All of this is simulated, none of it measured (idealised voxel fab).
The following process module bears the name voxel ribs on slabs.
For reference, the cross-section in this document is cut, with width 275 nm and square cells of 5 nm.
For the purposes of this document, a cross-section shall be understood as a grid of square cells, specified as bands listed in top-to-bottom order, each band consisting of one or more rows of cells.
Within each band entry, the heights of the top and of the bottom of the band appear first, in that order and in nm; the materials of the band then follow from left to right, each with its corresponding width in nm. The designation "all across" on a single material indicates that it fills the band from edge to edge; the designation "blank" indicates empty space.
Basically, 0 is our baseline, since under it the wafer straight out of the box is all one material. The bottom band has no lower end and keeps on going down, so it looks like "0 -> down".
Read "30 to 40" as a graded width: first number on top, second number at the bottom, same change between each pair of neighbouring rows.
"nothing got changed" for a step: no cell of the cross-section changed in that step.
Under "Trapped void list" you'll find the enclosed gaps, the ones with no way out to the top, that are 8 cells or bigger; each reads width x height at distance, with distance counted from the left edge, everything in nm.
Post-settings text on a step line: simulator's own remark regarding the step.
What "overlay nm" on a step's line means: if the step has a mask, that mask lay this far to the right of its planned place, or, when the value is negative, to the left.
### plan
1: op RECEIVE | material Si
2: op DIRECTIONAL_DEP | material SiO2 | thk nm 20
3: op DIRECTIONAL_DEP | material SiN | thk nm 15
4: op PATTERN | tone cover | mask id RIB | material resist | width nm 25 | thk nm 20 | overlay nm 0
5: op DIRECTIONAL_ETCH | etch materials SiN | depth nm 10
6: op STRIP | etch materials resist
7: op DIRECTIONAL_DEP | material aC | thk nm 10
8: op PATTERN | tone cover | mask id SLAB | material resist | width nm 75 | thk nm 25 | overlay nm 0
9: op DIRECTIONAL_ETCH | etch materials aC | depth nm 10
10: op STRIP | etch materials resist
11: op DIRECTIONAL_ETCH | etch materials SiN | depth nm 5
12: op STRIP | etch materials aC
13: op FILL_DEP | material SiO2 | thk nm 30
14: op CMP | height nm 55
15: op DIRECTIONAL_DEP | material TiN | thk nm 10
16: op PATTERN | tone cover | mask id HEATER | material resist | width nm 35 | thk nm 15 | overlay nm 0
17: op DIRECTIONAL_ETCH | etch materials TiN | depth nm 10
18: op STRIP | etch materials resist
19: op CONFORMAL_DEP | material SiN | thk nm 5
### First wafer out of two, processed as planned
### as received, after step 1
- 0 -> down | Si all across
- Trapped void list: none
### Wafer after step 2 (cross-section)
- 20 -> 0 | SiO2 all across
- Everything under 0 stays put, no change at all.
### Wafer after step 3 (cross-section)
- 35 -> 20 | SiN all across
- Everything under 20 stays put, no change at all.
### Wafer after step 4 (cross-section)
- 55 -> 35 | blank (125); resist (25); blank (125)
- Everything under 35 stays put, no change at all.
### Wafer after step 5 (cross-section)
- 55 -> 35 | blank (125); resist (25); blank (125)
- 35 -> 25 | blank (125); SiN (25); blank (125)
- Everything under 25 stays put, no change at all.
### Wafer after step 6 (cross-section)
- 35 -> 25 | blank (125); SiN (25); blank (125)
- Everything under 25 stays put, no change at all.
### Wafer after step 7 (cross-section)
- 45 -> 35 | blank (125); aC (25); blank (125)
- 35 -> 25 | aC (125); SiN (25); aC (125)
- Everything under 25 stays put, no change at all.
### Wafer after step 8 (cross-section)
- 70 -> 45 | blank (100); resist (75); blank (100)
- 45 -> 35 | blank (100); resist (25); aC (25); resist (25); blank (100)
- Everything under 35 stays put, no change at all.
### Wafer after step 9 (cross-section)
- 60 -> 45 | blank (100); resist (75); blank (100)
- 45 -> 35 | blank (100); resist (25); aC (25); resist (25); blank (100)
- 35 -> 25 | blank (100); aC (25); SiN (25); aC (25); blank (100)
- Everything under 25 stays put, no change at all.
### Wafer after step 10 (cross-section)
- 45 -> 35 | blank (125); aC (25); blank (125)
- Everything under 35 stays put, no change at all.
### Wafer after step 11 (cross-section)
- 45 -> 35 | blank (125); aC (25); blank (125)
- 35 -> 25 | blank (100); aC (25); SiN (25); aC (25); blank (100)
- 25 -> 20 | blank (100); SiN (75); blank (100)
- Everything under 20 stays put, no change at all.
### Wafer after step 12 (cross-section)
- 35 -> 25 | blank (125); SiN (25); blank (125)
- Everything under 25 stays put, no change at all.
### Wafer after step 13 (cross-section)
- 65 -> 35 | SiO2 all across
- 35 -> 25 | SiO2 (125); SiN (25); SiO2 (125)
- 25 -> 20 | SiO2 (100); SiN (75); SiO2 (100)
- Everything under 20 stays put, no change at all.
### Wafer after step 14 (cross-section)
- 55 -> 35 | SiO2 all across
- Everything under 35 stays put, no change at all.
### Wafer after step 15 (cross-section)
- 65 -> 55 | TiN all across
- Everything under 55 stays put, no change at all.
### Wafer after step 16 (cross-section)
- 80 -> 65 | blank (120); resist (35); blank (120)
- Everything under 65 stays put, no change at all.
### Wafer after step 17 (cross-section)
- 80 -> 65 | blank (120); resist (35); blank (120)
- 65 -> 55 | blank (120); TiN (35); blank (120)
- Everything under 55 stays put, no change at all.
### Wafer after step 18 (cross-section)
- 65 -> 55 | blank (120); TiN (35); blank (120)
- Everything under 55 stays put, no change at all.
### Wafer after step 19 (cross-section)
- 70 -> 65 | blank (115); SiN (45); blank (115)
- 65 -> 60 | blank (115); SiN (5); TiN (35); SiN (5); blank (115)
- 60 -> 55 | SiN (120); TiN (35); SiN (120)
- Everything under 55 stays put, no change at all.
### Here the second wafer is described. Its start and its plan were those of the first wafer. Its run contained one mistake. Up to and including step 7, it did exactly what the first wafer did
### Look at the second wafer in cross-section at the time step 8 ought to have finished
- 70 -> 45 | blank (100); resist (80); blank (95)
- 45 -> 35 | blank (100); resist (25); aC (25); resist (30); blank (95)
- Everything under 35 stays put, no change at all.
### Look at the second wafer in cross-section at the time step 9 ought to have finished
- 60 -> 45 | blank (100); resist (80); blank (95)
- 45 -> 35 | blank (100); resist (25); aC (25); resist (30); blank (95)
- 35 -> 25 | blank (100); aC (25); SiN (25); aC (30); blank (95)
- Everything under 25 stays put, no change at all.
### Look at the second wafer in cross-section at the time step 10 ought to have finished
- 45 -> 35 | blank (125); aC (25); blank (125)
- Everything under 35 stays put, no change at all.
### Look at the second wafer in cross-section at the time step 11 ought to have finished
- 45 -> 35 | blank (125); aC (25); blank (125)
- 35 -> 25 | blank (100); aC (25); SiN (25); aC (30); blank (95)
- 25 -> 20 | blank (100); SiN (80); blank (95)
- Everything under 20 stays put, no change at all.
### Look at the second wafer in cross-section at the time step 12 ought to have finished
- 35 -> 25 | blank (125); SiN (25); blank (125)
- Everything under 25 stays put, no change at all.
### Look at the second wafer in cross-section at the time step 13 ought to have finished
- 65 -> 35 | SiO2 all across
- 35 -> 25 | SiO2 (125); SiN (25); SiO2 (125)
- 25 -> 20 | SiO2 (100); SiN (80); SiO2 (95)
- Everything under 20 stays put, no change at all.
### Look at the second wafer in cross-section at the time step 14 ought to have finished
- 55 -> 35 | SiO2 all across
- Everything under 35 stays put, no change at all.
### Look at the second wafer in cross-section at the time step 15 ought to have finished
- 65 -> 55 | TiN all across
- Everything under 55 stays put, no change at all.
### Look at the second wafer in cross-section at the time step 16 ought to have finished
- 80 -> 65 | blank (120); resist (35); blank (120)
- Everything under 65 stays put, no change at all.
### Look at the second wafer in cross-section at the time step 17 ought to have finished
- 80 -> 65 | blank (120); resist (35); blank (120)
- 65 -> 55 | blank (120); TiN (35); blank (120)
- Everything under 55 stays put, no change at all.
### Look at the second wafer in cross-section at the time step 18 ought to have finished
- 65 -> 55 | blank (120); TiN (35); blank (120)
- Everything under 55 stays put, no change at all.
### Look at the second wafer in cross-section at the time step 19 ought to have finished
- 70 -> 65 | blank (115); SiN (45); blank (115)
- 65 -> 60 | blank (115); SiN (5); TiN (35); SiN (5); blank (115)
- 60 -> 55 | SiN (120); TiN (35); SiN (120)
- Everything under 55 stays put, no change at all.
In executing the process, a mistake was made relative to the plan: in deviation from the planned setting, step 8 was conducted as op PATTERN | tone cover | mask id SLAB | material resist | width nm 80 | thk nm 25 | overlay nm 0
It is noted that, at the conclusion of processing, the second wafer exhibits a higher or lower cell count for certain materials relative to the first: 1 more of SiN, 1 fewer of SiO2
